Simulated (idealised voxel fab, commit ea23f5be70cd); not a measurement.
process module | voxel fin reveal
cross-section cut | 185 nm wide | cells 5 nm
A cross-section is a grid of square cells, given in bands from the top down. A band is one or more rows of cells.
Each band's line starts with the height of the band's top and of its bottom, in nm. Then come its materials from left to right, each with its width in nm. One material with "throughout" fills the band from edge to edge. "air" is empty space.
Height 0 is the level under which the wafer as received is all one material. The lowest band goes on downwards, as in "0 down".
A width such as "30 to 40" changes by the same amount from each row of cells to the next, from the band's top row to its bottom row.
"no change" after a step means that no cell of the cross-section changed.
closed voids: empty space of 8 cells or more with no open way to the top, each as width x height at its distance from the left edge, in nm
after a step's settings: what the simulator itself notes on the step
overlay nm, on a step with a mask: how far to the right of its planned place the mask lay; to the left if negative
plan
1 op RECEIVE | material Si
2 op CONFORMAL_DEP | material SiN | thk nm 5
3 op PATTERN | tone cover | mask id FINS | material resist | width nm 15 | pitch nm 40 | thk nm 15 | overlay nm 0
4 op DIRECTIONAL_ETCH | etch materials SiN | depth nm 5
5 op DIRECTIONAL_ETCH | etch materials Si | depth nm 40
6 op STRIP | etch materials resist
7 op OXIDIZE | depth nm 5
8 op FILL_DEP | material SiO2 | thk nm 5
9 op CMP | height nm 5
10 op SELECTIVE_ETCH | etch materials SiO2 | depth nm 35
11 op STRIP | etch materials SiN
as received, after step 1
  0 down: Si throughout
  closed voids: none
first wafer at the end, as planned
  0 to -30: air 50 | Si 5 | air 35 | Si 5 | air 35 | Si 5 | air 50
  -30 to -45: SiO2 50 | Si 5 | SiO2 35 | Si 5 | SiO2 35 | Si 5 | SiO2 50
  -45 down: Si throughout
  closed voids: none
second wafer at the end: like start, like plan, one mistake
  0 to -30: air 45 | Si 5 | air 35 | Si 5 | air 35 | Si 5 | air 55
  -30 to -45: SiO2 45 | Si 5 | SiO2 35 | Si 5 | SiO2 35 | Si 5 | SiO2 55
  -45 down: Si throughout
  closed voids: none
what went wrong: step 3 ran as: op PATTERN | tone cover | mask id FINS | material resist | width nm 15 | pitch nm 40 | thk nm 15 | overlay nm -5
at the end the second wafer has, in cells: as many of each material as the first, in other places
